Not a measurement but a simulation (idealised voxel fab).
The following process module bears the name voxel transistor to metal.
The cross-section shown here is cut; it is 150 nm wide and divided into square cells measuring 5 nm on a side.
Cross-section layout: square cells on a grid; listed as bands, top to bottom; a band spans one or more cell rows. First you get the band's top height and its bottom height, in nm, and then the materials it's made of, left to right, with each width in nm. If you see a single material with "edge to edge", that one covers the band edge to edge. "air" is empty space. Convention: height 0 is the level below which the wafer, as received, is all one material. The lowest band does not terminate at the bottom but continues downward, represented as "0 down". Top row gets the first number, bottom row gets the second, and each row in between changes by the same step: that is how a band width like "30->40" works. "no alteration" for a step: no cell of the cross-section changed in that step. This entry, "Enclosed void list", enumerates those empty regions of no fewer than 8 cells that possess no open connection to the top. Each region is reported in the form width x height at distance, the distance being taken from the left edge, with all three quantities expressed in nm. That trailing text on a step's line, after the settings, is the simulator's own remark on the step. overlay nm: on a step with a mask, how far right of its planned place the mask lay; negative means left.

[List of planned process steps]
1 RECEIVE | material Si
2 CONFORMAL_DEP | material SiO2 | thk nm 5
3 CONFORMAL_DEP | material SiN | thk nm 15
4 DIRECTIONAL_DEP | material aC | thk nm 15
5 PATTERN | tone cover | mask id ACTIVE | material resist | width nm 100 | thk nm 35 | overlay nm 0
6 DIRECTIONAL_ETCH | etch materials aC | depth nm 15
7 STRIP | etch materials resist
8 DIRECTIONAL_ETCH | etch materials SiN | depth nm 15
9 DIRECTIONAL_ETCH | etch materials SiO2 | depth nm 5
10 DIRECTIONAL_ETCH | etch materials Si | depth nm 25
11 STRIP | etch materials aC
12 OXIDIZE | depth nm 5
13 FILL_DEP | material SiO2 | thk nm 10
14 CMP | height nm 20
15 SELECTIVE_ETCH | etch materials SiO2 | depth nm 10
16 STRIP | etch materials SiN
17 SELECTIVE_ETCH | etch materials SiO2 | depth nm 5
18 OXIDIZE | depth nm 5
19 DIRECTIONAL_DEP | material polySi | thk nm 20
20 DIRECTIONAL_DEP | material SiCN | thk nm 15
21 PATTERN | tone cover | mask id GATE | material resist | width nm 20 | thk nm 15 | overlay nm 0
22 DIRECTIONAL_ETCH | etch materials SiCN | depth nm 25
23 DIRECTIONAL_ETCH | etch materials polySi | depth nm 30
24 STRIP | etch materials resist
25 CONFORMAL_DEP | material SiN | thk nm 10
26 DIRECTIONAL_ETCH | etch materials SiN | depth nm 10
27 DIRECTIONAL_ETCH | etch materials SiO2 | depth nm 5
28 DIRECTIONAL_ETCH | etch materials Si | depth nm 15
29 EPI | material nSi | thk nm 15
30 FILL_DEP | material SiO2 | thk nm 5
31 CMP | height nm 35
32 DIRECTIONAL_DEP | material SiO2 | thk nm 15
33 MASKED_ETCH | tone open | mask id CONTACT | width nm 30 | pitch nm 60 | etch materials SiO2 | depth nm 55 | overlay nm 0
34 CONFORMAL_DEP | material TiN | thk nm 5
35 FILL_DEP | material W | thk nm 10
36 CMP | height nm 50
37 CONFORMAL_DEP | material SiN | thk nm 5
38 DIRECTIONAL_DEP | material SiO2 | thk nm 15
39 MASKED_ETCH | tone open | mask id METAL_1 | width nm 15 | pitch nm 75 | etch materials SiO2 | depth nm 15 | overlay nm 0
40 MASKED_ETCH | tone open | mask id METAL_1 | width nm 15 | pitch nm 75 | etch materials SiN | depth nm 5 | overlay nm 0
41 CONFORMAL_DEP | material TiN | thk nm 5
42 FILL_DEP | material Cu | thk nm 10
43 CMP | height nm 70
44 CONFORMAL_DEP | material SiCN | thk nm 5
45 DIRECTIONAL_DEP | material SiO2 | thk nm 35
46 PATTERN | tone open | mask id METAL_2 | material resist | width nm 15 | pitch nm 75 | thk nm 20 | overlay nm 0
47 DIRECTIONAL_ETCH | etch materials SiO2 | depth nm 20
48 STRIP | etch materials resist
49 DIRECTIONAL_DEP | material aC | thk nm 15
50 PATTERN | tone open | mask id METAL_2_HOLES | material resist | width nm 15 | pitch nm 75 | thk nm 30 | overlay nm 0
51 DIRECTIONAL_ETCH | etch materials aC | depth nm 15
52 STRIP | etch materials resist
53 DIRECTIONAL_ETCH | etch materials SiO2 | depth nm 15
54 DIRECTIONAL_ETCH | etch materials SiCN | depth nm 5
55 STRIP | etch materials aC
56 CONFORMAL_DEP | material TiN | thk nm 5
57 FILL_DEP | material Cu | thk nm 5
58 CMP | height nm 110
59 CONFORMAL_DEP | material SiN | thk nm 5

[First of two wafers: run as planned]

[Wafer cross-section on receipt, i.e. after step 1]
* 0 down | Si edge to edge
* Enclosed void list: none

[Take a look at the wafer's cross-section after step 2]
* 5 to 0 | SiO2 edge to edge
* Under the height 0 nothing was changed.

[Take a look at the wafer's cross-section after step 3]
* 20 to 5 | SiN edge to edge
* Under the height 5 nothing was changed.

[Take a look at the wafer's cross-section after step 4]
* 35 to 20 | aC edge to edge
* Under the height 20 nothing was changed.

[Take a look at the wafer's cross-section after step 5]
* 70 to 35 | air: 25, resist: 100, air: 25
* Under the height 35 nothing was changed.

[Take a look at the wafer's cross-section after step 6]
* 55 to 35 | air: 25, resist: 100, air: 25
* 35 to 20 | air: 25, aC: 100, air: 25
* Under the height 20 nothing was changed.

[Take a look at the wafer's cross-section after step 7]
* 35 to 20 | air: 25, aC: 100, air: 25
* Under the height 20 nothing was changed.

[Take a look at the wafer's cross-section after step 8]
* 35 to 20 | air: 25, aC: 100, air: 25
* 20 to 5 | air: 25, SiN: 100, air: 25
* Under the height 5 nothing was changed.

[Take a look at the wafer's cross-section after step 9]
* 35 to 20 | air: 25, aC: 100, air: 25
* 20 to 5 | air: 25, SiN: 100, air: 25
* 5 to 0 | air: 25, SiO2: 100, air: 25
* Under the height 0 nothing was changed.

[Take a look at the wafer's cross-section after step 10]
* 35 to 20 | air: 25, aC: 100, air: 25
* 20 to 5 | air: 25, SiN: 100, air: 25
* 5 to 0 | air: 25, SiO2: 100, air: 25
* 0 to -25 | air: 25, Si: 100, air: 25
* Under the height -25 nothing was changed.

[Take a look at the wafer's cross-section after step 11]
* 20 to 5 | air: 25, SiN: 100, air: 25
* Under the height 5 nothing was changed.

[Take a look at the wafer's cross-section after step 12]
* 20 to 5 | air: 25, SiN: 100, air: 25
* 5 to 0 | air: 25, SiO2: 100, air: 25
* 0 to -25 | air: 25, SiO2: 5, Si: 90, SiO2: 5, air: 25
* -25 to -30 | SiO2: 30, Si: 90, SiO2: 30
* Under the height -30 nothing was changed.

[Take a look at the wafer's cross-section after step 13]
* 30 to 20 | SiO2 edge to edge
* 20 to 5 | SiO2: 25, SiN: 100, SiO2: 25
* 5 to 0 | SiO2 edge to edge
* 0 to -30 | SiO2: 30, Si: 90, SiO2: 30
* Under the height -30 nothing was changed.

[Take a look at the wafer's cross-section after step 14]
* 20 to 5 | SiO2: 25, SiN: 100, SiO2: 25
* Under the height 5 nothing was changed.

[Take a look at the wafer's cross-section after step 15]
* 20 to 10 | air: 25, SiN: 100, air: 25
* Under the height 10 nothing was changed.

[Take a look at the wafer's cross-section after step 16]
* 10 to 5 | SiO2: 25, air: 100, SiO2: 25
* Under the height 5 nothing was changed.

[Take a look at the wafer's cross-section after step 17]
* 5 to 0 | SiO2: 20, air: 110, SiO2: 20
* Under the height 0 nothing was changed.

[Take a look at the wafer's cross-section after step 18]
* 5 to 0 | SiO2: 20, air: 110, SiO2: 20
* 0 to -5 | SiO2 edge to edge
* Under the height -5 nothing was changed.

[Take a look at the wafer's cross-section after step 19]
* 25 to 20 | polySi: 20, air: 110, polySi: 20
* 20 to 5 | polySi edge to edge
* 5 to 0 | SiO2: 20, polySi: 110, SiO2: 20
* Under the height 0 nothing was changed.

[Take a look at the wafer's cross-section after step 20]
* 40 to 35 | SiCN: 20, air: 110, SiCN: 20
* 35 to 25 | SiCN edge to edge
* 25 to 20 | polySi: 20, SiCN: 110, polySi: 20
* Under the height 20 nothing was changed.

[Take a look at the wafer's cross-section after step 21]
* 55 to 40 | air: 65, resist: 20, air: 65
* 40 to 35 | SiCN: 20, air: 45, resist: 20, air: 45, SiCN: 20
* Under the height 35 nothing was changed.

[Take a look at the wafer's cross-section after step 22]
* 55 to 35 | air: 65, resist: 20, air: 65
* 35 to 25 | air: 65, SiCN: 20, air: 65
* 25 to 20 | polySi: 20, air: 45, SiCN: 20, air: 45, polySi: 20
* Under the height 20 nothing was changed.

[Take a look at the wafer's cross-section after step 23]
* 55 to 35 | air: 65, resist: 20, air: 65
* 35 to 20 | air: 65, SiCN: 20, air: 65
* 20 to 5 | air: 65, polySi: 20, air: 65
* 5 to 0 | SiO2: 20, air: 45, polySi: 20, air: 45, SiO2: 20
* Under the height 0 nothing was changed.

[Take a look at the wafer's cross-section after step 24]
* 35 to 20 | air: 65, SiCN: 20, air: 65
* Under the height 20 nothing was changed.

[Take a look at the wafer's cross-section after step 25]
* 45 to 35 | air: 55, SiN: 40, air: 55
* 35 to 20 | air: 55, SiN: 10, SiCN: 20, SiN: 10, air: 55
* 20 to 15 | air: 55, SiN: 10, polySi: 20, SiN: 10, air: 55
* 15 to 10 | SiN: 30, air: 25, SiN: 10, polySi: 20, SiN: 10, air: 25, SiN: 30
* 10 to 5 | SiN: 65, polySi: 20, SiN: 65
* 5 to 0 | SiO2: 20, SiN: 45, polySi: 20, SiN: 45, SiO2: 20
* Under the height 0 nothing was changed.

[Take a look at the wafer's cross-section after step 26]
* 35 to 20 | air: 55, SiN: 10, SiCN: 20, SiN: 10, air: 55
* 20 to 5 | air: 55, SiN: 10, polySi: 20, SiN: 10, air: 55
* 5 to 0 | SiO2: 20, SiN: 10, air: 25, SiN: 10, polySi: 20, SiN: 10, air: 25, SiN: 10, SiO2: 20
* Under the height 0 nothing was changed.

[Take a look at the wafer's cross-section after step 27]
* 35 to 20 | air: 55, SiN: 10, SiCN: 20, SiN: 10, air: 55
* 20 to 5 | air: 55, SiN: 10, polySi: 20, SiN: 10, air: 55
* 5 to 0 | air: 20, SiN: 10, air: 25, SiN: 10, polySi: 20, SiN: 10, air: 25, SiN: 10, air: 20
* 0 to -5 | SiO2: 30, air: 25, SiO2: 40, air: 25, SiO2: 30
* Under the height -5 nothing was changed.

[Take a look at the wafer's cross-section after step 28]
* 35 to 20 | air: 55, SiN: 10, SiCN: 20, SiN: 10, air: 55
* 20 to 5 | air: 55, SiN: 10, polySi: 20, SiN: 10, air: 55
* 5 to 0 | air: 20, SiN: 10, air: 25, SiN: 10, polySi: 20, SiN: 10, air: 25, SiN: 10, air: 20
* 0 to -5 | SiO2: 30, air: 25, SiO2: 40, air: 25, SiO2: 30
* -5 to -20 | SiO2: 30, air: 25, Si: 40, air: 25, SiO2: 30
* Under the height -20 nothing was changed.

[Take a look at the wafer's cross-section after step 29]
* 35 to 20 | air: 55, SiN: 10, SiCN: 20, SiN: 10, air: 55
* 20 to 10 | air: 55, SiN: 10, polySi: 20, SiN: 10, air: 55
* 10 to 5 | air: 40, nSi: 15, SiN: 10, polySi: 20, SiN: 10, nSi: 15, air: 40
* 5 to 0 | air: 20, SiN: 10, air: 10, nSi: 15, SiN: 10, polySi: 20, SiN: 10, nSi: 15, air: 10, SiN: 10, air: 20
* 0 to -5 | SiO2: 30, air: 10, nSi: 15, SiO2: 40, nSi: 15, air: 10, SiO2: 30
* -5 to -20 | SiO2: 30, nSi: 25, Si: 40, nSi: 25, SiO2: 30
* Under the height -20 nothing was changed.

[Take a look at the wafer's cross-section after step 30]
* 40 to 35 | SiO2 edge to edge
* 35 to 20 | SiO2: 55, SiN: 10, SiCN: 20, SiN: 10, SiO2: 55
* 20 to 10 | SiO2: 55, SiN: 10, polySi: 20, SiN: 10, SiO2: 55
* 10 to 5 | SiO2: 40, nSi: 15, SiN: 10, polySi: 20, SiN: 10, nSi: 15, SiO2: 40
* 5 to 0 | SiO2: 20, SiN: 10, SiO2: 10, nSi: 15, SiN: 10, polySi: 20, SiN: 10, nSi: 15, SiO2: 10, SiN: 10, SiO2: 20
* 0 to -5 | SiO2: 40, nSi: 15, SiO2: 40, nSi: 15, SiO2: 40
* Under the height -5 nothing was changed.

[Take a look at the wafer's cross-section after step 31]
* 35 to 20 | SiO2: 55, SiN: 10, SiCN: 20, SiN: 10, SiO2: 55
* Under the height 20 nothing was changed.

[Take a look at the wafer's cross-section after step 32]
* 50 to 35 | SiO2 edge to edge
* Under the height 35 nothing was changed.

[Take a look at the wafer's cross-section after step 33]
* 50 to 35 | SiO2: 30, air: 30, SiO2: 30, air: 30, SiO2: 30
* 35 to 20 | SiO2: 30, air: 25, SiN: 10, SiCN: 20, SiN: 10, air: 25, SiO2: 30
* 20 to 10 | SiO2: 30, air: 25, SiN: 10, polySi: 20, SiN: 10, air: 25, SiO2: 30
* 10 to 5 | SiO2: 30, air: 10, nSi: 15, SiN: 10, polySi: 20, SiN: 10, nSi: 15, air: 10, SiO2: 30
* 5 to 0 | SiO2: 20, SiN: 10, air: 10, nSi: 15, SiN: 10, polySi: 20, SiN: 10, nSi: 15, air: 10, SiN: 10, SiO2: 20
* 0 to -5 | SiO2: 30, air: 10, nSi: 15, SiO2: 40, nSi: 15, air: 10, SiO2: 30
* Under the height -5 nothing was changed.

[Take a look at the wafer's cross-section after step 34]
* 55 to 50 | TiN: 35, air: 20, TiN: 40, air: 20, TiN: 35
* 50 to 40 | SiO2: 30, TiN: 5, air: 20, TiN: 5, SiO2: 30, TiN: 5, air: 20, TiN: 5, SiO2: 30
* 40 to 35 | SiO2: 30, TiN: 5, air: 15, TiN: 10, SiO2: 30, TiN: 10, air: 15, TiN: 5, SiO2: 30
* 35 to 20 | SiO2: 30, TiN: 5, air: 15, TiN: 5, SiN: 10, SiCN: 20, SiN: 10, TiN: 5, air: 15, TiN: 5, SiO2: 30
* 20 to 15 | SiO2: 30, TiN: 5, air: 15, TiN: 5, SiN: 10, polySi: 20, SiN: 10, TiN: 5, air: 15, TiN: 5, SiO2: 30
* 15 to 10 | SiO2: 30, TiN: 25, SiN: 10, polySi: 20, SiN: 10, TiN: 25, SiO2: 30
* 10 to 5 | SiO2: 30, TiN: 10, nSi: 15, SiN: 10, polySi: 20, SiN: 10, nSi: 15, TiN: 10, SiO2: 30
* 5 to 0 | SiO2: 20, SiN: 10, TiN: 10, nSi: 15, SiN: 10, polySi: 20, SiN: 10, nSi: 15, TiN: 10, SiN: 10, SiO2: 20
* 0 to -5 | SiO2: 30, TiN: 10, nSi: 15, SiO2: 40, nSi: 15, TiN: 10, SiO2: 30
* Under the height -5 nothing was changed.

[Take a look at the wafer's cross-section after step 35]
* 65 to 55 | W edge to edge
* 55 to 50 | TiN: 35, W: 20, TiN: 40, W: 20, TiN: 35
* 50 to 40 | SiO2: 30, TiN: 5, W: 20, TiN: 5, SiO2: 30, TiN: 5, W: 20, TiN: 5, SiO2: 30
* 40 to 35 | SiO2: 30, TiN: 5, W: 15, TiN: 10, SiO2: 30, TiN: 10, W: 15, TiN: 5, SiO2: 30
* 35 to 20 | SiO2: 30, TiN: 5, W: 15, TiN: 5, SiN: 10, SiCN: 20, SiN: 10, TiN: 5, W: 15, TiN: 5, SiO2: 30
* 20 to 15 | SiO2: 30, TiN: 5, W: 15, TiN: 5, SiN: 10, polySi: 20, SiN: 10, TiN: 5, W: 15, TiN: 5, SiO2: 30
* Under the height 15 nothing was changed.

[Take a look at the wafer's cross-section after step 36]
* 50 to 40 | SiO2: 30, TiN: 5, W: 20, TiN: 5, SiO2: 30, TiN: 5, W: 20, TiN: 5, SiO2: 30
* Under the height 40 nothing was changed.

[Take a look at the wafer's cross-section after step 37]
* 55 to 50 | SiN edge to edge
* Under the height 50 nothing was changed.

[Take a look at the wafer's cross-section after step 38]
* 70 to 55 | SiO2 edge to edge
* Under the height 55 nothing was changed.

[Take a look at the wafer's cross-section after step 39]
* 70 to 55 | SiO2: 30, air: 15, SiO2: 60, air: 15, SiO2: 30
* Under the height 55 nothing was changed.

[Take a look at the wafer's cross-section after step 40]
* 70 to 55 | SiO2: 30, air: 15, SiO2: 60, air: 15, SiO2: 30
* 55 to 50 | SiN: 30, air: 15, SiN: 60, air: 15, SiN: 30
* Under the height 50 nothing was changed.

[Take a look at the wafer's cross-section after step 41]
* 75 to 70 | TiN: 35, air: 5, TiN: 70, air: 5, TiN: 35
* 70 to 55 | SiO2: 30, TiN: 5, air: 5, TiN: 5, SiO2: 60, TiN: 5, air: 5, TiN: 5, SiO2: 30
* 55 to 50 | SiN: 30, TiN: 15, SiN: 60, TiN: 15, SiN: 30
* Under the height 50 nothing was changed.

[Take a look at the wafer's cross-section after step 42]
* 85 to 75 | Cu edge to edge
* 75 to 70 | TiN: 35, Cu: 5, TiN: 70, Cu: 5, TiN: 35
* 70 to 55 | SiO2: 30, TiN: 5, Cu: 5, TiN: 5, SiO2: 60, TiN: 5, Cu: 5, TiN: 5, SiO2: 30
* Under the height 55 nothing was changed.

[Take a look at the wafer's cross-section after step 43]
* 70 to 55 | SiO2: 30, TiN: 5, Cu: 5, TiN: 5, SiO2: 60, TiN: 5, Cu: 5, TiN: 5, SiO2: 30
* Under the height 55 nothing was changed.

[Take a look at the wafer's cross-section after step 44]
* 75 to 70 | SiCN edge to edge
* Under the height 70 nothing was changed.

[Take a look at the wafer's cross-section after step 45]
* 110 to 75 | SiO2 edge to edge
* Under the height 75 nothing was changed.

[Take a look at the wafer's cross-section after step 46]
* 130 to 110 | resist: 30, air: 15, resist: 60, air: 15, resist: 30
* Under the height 110 nothing was changed.

[Take a look at the wafer's cross-section after step 47]
* 130 to 110 | resist: 30, air: 15, resist: 60, air: 15, resist: 30
* 110 to 90 | SiO2: 30, air: 15, SiO2: 60, air: 15, SiO2: 30
* Under the height 90 nothing was changed.

[Take a look at the wafer's cross-section after step 48]
* 110 to 90 | SiO2: 30, air: 15, SiO2: 60, air: 15, SiO2: 30
* Under the height 90 nothing was changed.

[Take a look at the wafer's cross-section after step 49]
* 125 to 110 | aC: 30, air: 15, aC: 60, air: 15, aC: 30
* 110 to 105 | SiO2: 30, air: 15, SiO2: 60, air: 15, SiO2: 30
* 105 to 90 | SiO2: 30, aC: 15, SiO2: 60, aC: 15, SiO2: 30
* Under the height 90 nothing was changed.

[Take a look at the wafer's cross-section after step 50]
* 155 to 125 | resist: 30, air: 15, resist: 60, air: 15, resist: 30
* Under the height 125 nothing was changed.

[Take a look at the wafer's cross-section after step 51]
* 140 to 125 | resist: 30, air: 15, resist: 60, air: 15, resist: 30
* 125 to 110 | aC: 30, air: 15, aC: 60, air: 15, aC: 30
* 110 to 90 | SiO2: 30, air: 15, SiO2: 60, air: 15, SiO2: 30
* Under the height 90 nothing was changed.

[Take a look at the wafer's cross-section after step 52]
* 125 to 110 | aC: 30, air: 15, aC: 60, air: 15, aC: 30
* Under the height 110 nothing was changed.

[Take a look at the wafer's cross-section after step 53]
* 125 to 110 | aC: 30, air: 15, aC: 60, air: 15, aC: 30
* 110 to 75 | SiO2: 30, air: 15, SiO2: 60, air: 15, SiO2: 30
* Under the height 75 nothing was changed.

[Take a look at the wafer's cross-section after step 54]
* 125 to 110 | aC: 30, air: 15, aC: 60, air: 15, aC: 30
* 110 to 75 | SiO2: 30, air: 15, SiO2: 60, air: 15, SiO2: 30
* 75 to 70 | SiCN: 30, air: 15, SiCN: 60, air: 15, SiCN: 30
* Under the height 70 nothing was changed.

[Take a look at the wafer's cross-section after step 55]
* 110 to 75 | SiO2: 30, air: 15, SiO2: 60, air: 15, SiO2: 30
* Under the height 75 nothing was changed.

[Take a look at the wafer's cross-section after step 56]
* 115 to 110 | TiN: 35, air: 5, TiN: 70, air: 5, TiN: 35
* 110 to 75 | SiO2: 30, TiN: 5, air: 5, TiN: 5, SiO2: 60, TiN: 5, air: 5, TiN: 5, SiO2: 30
* 75 to 70 | SiCN: 30, TiN: 15, SiCN: 60, TiN: 15, SiCN: 30
* Under the height 70 nothing was changed.

[Take a look at the wafer's cross-section after step 57]
* 120 to 115 | Cu edge to edge
* 115 to 110 | TiN: 35, Cu: 5, TiN: 70, Cu: 5, TiN: 35
* 110 to 75 | SiO2: 30, TiN: 5, Cu: 5, TiN: 5, SiO2: 60, TiN: 5, Cu: 5, TiN: 5, SiO2: 30
* Under the height 75 nothing was changed.

[Take a look at the wafer's cross-section after step 58]
* 110 to 75 | SiO2: 30, TiN: 5, Cu: 5, TiN: 5, SiO2: 60, TiN: 5, Cu: 5, TiN: 5, SiO2: 30
* Under the height 75 nothing was changed.

[Take a look at the wafer's cross-section after step 59]
* 115 to 110 | SiN edge to edge
* Under the height 110 nothing was changed.

[Notes, second wafer: start = first wafer's, plan = first wafer's, execution had one mistake; history identical to first through step 32]

[Second wafer profile in section, at the moment step 33 of the plan was meant to be complete]
* 50 to 35 | SiO2: 35, air: 20, SiO2: 40, air: 20, SiO2: 35
* 35 to 20 | SiO2: 35, air: 20, SiN: 10, SiCN: 20, SiN: 10, air: 20, SiO2: 35
* 20 to 10 | SiO2: 35, air: 20, SiN: 10, polySi: 20, SiN: 10, air: 20, SiO2: 35
* 10 to 5 | SiO2: 35, air: 5, nSi: 15, SiN: 10, polySi: 20, SiN: 10, nSi: 15, air: 5, SiO2: 35
* 5 to 0 | SiO2: 20, SiN: 10, SiO2: 5, air: 5, nSi: 15, SiN: 10, polySi: 20, SiN: 10, nSi: 15, air: 5, SiO2: 5, SiN: 10, SiO2: 20
* 0 to -5 | SiO2: 35, air: 5, nSi: 15, SiO2: 40, nSi: 15, air: 5, SiO2: 35
* Under the height -5 nothing was changed.

[Second wafer profile in section, at the moment step 34 of the plan was meant to be complete]
* 55 to 50 | TiN: 40, air: 10, TiN: 50, air: 10, TiN: 40
* 50 to 35 | SiO2: 35, TiN: 5, air: 10, TiN: 5, SiO2: 40, TiN: 5, air: 10, TiN: 5, SiO2: 35
* 35 to 20 | SiO2: 35, TiN: 5, air: 10, TiN: 5, SiN: 10, SiCN: 20, SiN: 10, TiN: 5, air: 10, TiN: 5, SiO2: 35
* 20 to 15 | SiO2: 35, TiN: 5, air: 10, TiN: 5, SiN: 10, polySi: 20, SiN: 10, TiN: 5, air: 10, TiN: 5, SiO2: 35
* 15 to 10 | SiO2: 35, TiN: 20, SiN: 10, polySi: 20, SiN: 10, TiN: 20, SiO2: 35
* 10 to 5 | SiO2: 35, TiN: 5, nSi: 15, SiN: 10, polySi: 20, SiN: 10, nSi: 15, TiN: 5, SiO2: 35
* 5 to 0 | SiO2: 20, SiN: 10, SiO2: 5, TiN: 5, nSi: 15, SiN: 10, polySi: 20, SiN: 10, nSi: 15, TiN: 5, SiO2: 5, SiN: 10, SiO2: 20
* 0 to -5 | SiO2: 35, TiN: 5, nSi: 15, SiO2: 40, nSi: 15, TiN: 5, SiO2: 35
* Under the height -5 nothing was changed.

[Second wafer profile in section, at the moment step 35 of the plan was meant to be complete]
* 65 to 55 | W edge to edge
* 55 to 50 | TiN: 40, W: 10, TiN: 50, W: 10, TiN: 40
* 50 to 35 | SiO2: 35, TiN: 5, W: 10, TiN: 5, SiO2: 40, TiN: 5, W: 10, TiN: 5, SiO2: 35
* 35 to 20 | SiO2: 35, TiN: 5, W: 10, TiN: 5, SiN: 10, SiCN: 20, SiN: 10, TiN: 5, W: 10, TiN: 5, SiO2: 35
* 20 to 15 | SiO2: 35, TiN: 5, W: 10, TiN: 5, SiN: 10, polySi: 20, SiN: 10, TiN: 5, W: 10, TiN: 5, SiO2: 35
* Under the height 15 nothing was changed.

[Second wafer profile in section, at the moment step 36 of the plan was meant to be complete]
* 50 to 35 | SiO2: 35, TiN: 5, W: 10, TiN: 5, SiO2: 40, TiN: 5, W: 10, TiN: 5, SiO2: 35
* Under the height 35 nothing was changed.

[Second wafer profile in section, at the moment step 37 of the plan was meant to be complete]
* 55 to 50 | SiN edge to edge
* Under the height 50 nothing was changed.

[Second wafer profile in section, at the moment step 38 of the plan was meant to be complete]
* 70 to 55 | SiO2 edge to edge
* Under the height 55 nothing was changed.

[Second wafer profile in section, at the moment step 39 of the plan was meant to be complete]
* 70 to 55 | SiO2: 30, air: 15, SiO2: 60, air: 15, SiO2: 30
* Under the height 55 nothing was changed.

[Second wafer profile in section, at the moment step 40 of the plan was meant to be complete]
* 70 to 55 | SiO2: 30, air: 15, SiO2: 60, air: 15, SiO2: 30
* 55 to 50 | SiN: 30, air: 15, SiN: 60, air: 15, SiN: 30
* Under the height 50 nothing was changed.

[Second wafer profile in section, at the moment step 41 of the plan was meant to be complete]
* 75 to 70 | TiN: 35, air: 5, TiN: 70, air: 5, TiN: 35
* 70 to 55 | SiO2: 30, TiN: 5, air: 5, TiN: 5, SiO2: 60, TiN: 5, air: 5, TiN: 5, SiO2: 30
* 55 to 50 | SiN: 30, TiN: 15, SiN: 60, TiN: 15, SiN: 30
* Under the height 50 nothing was changed.

[Second wafer profile in section, at the moment step 42 of the plan was meant to be complete]
* 85 to 75 | Cu edge to edge
* 75 to 70 | TiN: 35, Cu: 5, TiN: 70, Cu: 5, TiN: 35
* 70 to 55 | SiO2: 30, TiN: 5, Cu: 5, TiN: 5, SiO2: 60, TiN: 5, Cu: 5, TiN: 5, SiO2: 30
* Under the height 55 nothing was changed.

[Second wafer profile in section, at the moment step 43 of the plan was meant to be complete]
* 70 to 55 | SiO2: 30, TiN: 5, Cu: 5, TiN: 5, SiO2: 60, TiN: 5, Cu: 5, TiN: 5, SiO2: 30
* Under the height 55 nothing was changed.

[Second wafer profile in section, at the moment step 44 of the plan was meant to be complete]
* 75 to 70 | SiCN edge to edge
* Under the height 70 nothing was changed.

[Second wafer profile in section, at the moment step 45 of the plan was meant to be complete]
* 110 to 75 | SiO2 edge to edge
* Under the height 75 nothing was changed.

[Second wafer profile in section, at the moment step 46 of the plan was meant to be complete]
* 130 to 110 | resist: 30, air: 15, resist: 60, air: 15, resist: 30
* Under the height 110 nothing was changed.

[Second wafer profile in section, at the moment step 47 of the plan was meant to be complete]
* 130 to 110 | resist: 30, air: 15, resist: 60, air: 15, resist: 30
* 110 to 90 | SiO2: 30, air: 15, SiO2: 60, air: 15, SiO2: 30
* Under the height 90 nothing was changed.

[Second wafer profile in section, at the moment step 48 of the plan was meant to be complete]
* 110 to 90 | SiO2: 30, air: 15, SiO2: 60, air: 15, SiO2: 30
* Under the height 90 nothing was changed.

[Second wafer profile in section, at the moment step 49 of the plan was meant to be complete]
* 125 to 110 | aC: 30, air: 15, aC: 60, air: 15, aC: 30
* 110 to 105 | SiO2: 30, air: 15, SiO2: 60, air: 15, SiO2: 30
* 105 to 90 | SiO2: 30, aC: 15, SiO2: 60, aC: 15, SiO2: 30
* Under the height 90 nothing was changed.

[Second wafer profile in section, at the moment step 50 of the plan was meant to be complete]
* 155 to 125 | resist: 30, air: 15, resist: 60, air: 15, resist: 30
* Under the height 125 nothing was changed.

[Second wafer profile in section, at the moment step 51 of the plan was meant to be complete]
* 140 to 125 | resist: 30, air: 15, resist: 60, air: 15, resist: 30
* 125 to 110 | aC: 30, air: 15, aC: 60, air: 15, aC: 30
* 110 to 90 | SiO2: 30, air: 15, SiO2: 60, air: 15, SiO2: 30
* Under the height 90 nothing was changed.

[Second wafer profile in section, at the moment step 52 of the plan was meant to be complete]
* 125 to 110 | aC: 30, air: 15, aC: 60, air: 15, aC: 30
* Under the height 110 nothing was changed.

[Second wafer profile in section, at the moment step 53 of the plan was meant to be complete]
* 125 to 110 | aC: 30, air: 15, aC: 60, air: 15, aC: 30
* 110 to 75 | SiO2: 30, air: 15, SiO2: 60, air: 15, SiO2: 30
* Under the height 75 nothing was changed.

[Second wafer profile in section, at the moment step 54 of the plan was meant to be complete]
* 125 to 110 | aC: 30, air: 15, aC: 60, air: 15, aC: 30
* 110 to 75 | SiO2: 30, air: 15, SiO2: 60, air: 15, SiO2: 30
* 75 to 70 | SiCN: 30, air: 15, SiCN: 60, air: 15, SiCN: 30
* Under the height 70 nothing was changed.

[Second wafer profile in section, at the moment step 55 of the plan was meant to be complete]
* 110 to 75 | SiO2: 30, air: 15, SiO2: 60, air: 15, SiO2: 30
* Under the height 75 nothing was changed.

[Second wafer profile in section, at the moment step 56 of the plan was meant to be complete]
* 115 to 110 | TiN: 35, air: 5, TiN: 70, air: 5, TiN: 35
* 110 to 75 | SiO2: 30, TiN: 5, air: 5, TiN: 5, SiO2: 60, TiN: 5, air: 5, TiN: 5, SiO2: 30
* 75 to 70 | SiCN: 30, TiN: 15, SiCN: 60, TiN: 15, SiCN: 30
* Under the height 70 nothing was changed.

[Second wafer profile in section, at the moment step 57 of the plan was meant to be complete]
* 120 to 115 | Cu edge to edge
* 115 to 110 | TiN: 35, Cu: 5, TiN: 70, Cu: 5, TiN: 35
* 110 to 75 | SiO2: 30, TiN: 5, Cu: 5, TiN: 5, SiO2: 60, TiN: 5, Cu: 5, TiN: 5, SiO2: 30
* Under the height 75 nothing was changed.

[Second wafer profile in section, at the moment step 58 of the plan was meant to be complete]
* 110 to 75 | SiO2: 30, TiN: 5, Cu: 5, TiN: 5, SiO2: 60, TiN: 5, Cu: 5, TiN: 5, SiO2: 30
* Under the height 75 nothing was changed.

[Second wafer profile in section, at the moment step 59 of the plan was meant to be complete]
* 115 to 110 | SiN edge to edge
* Under the height 110 nothing was changed.
Processing error: contrary to plan, step 33 was performed as MASKED_ETCH | tone open | mask id CONTACT | width nm 20 | pitch nm 60 | etch materials SiO2 | depth nm 55 | overlay nm 0
Final comparison by cell count, materials where the second wafer has more or fewer than the first: SiO2 +28, TiN -10, W -18
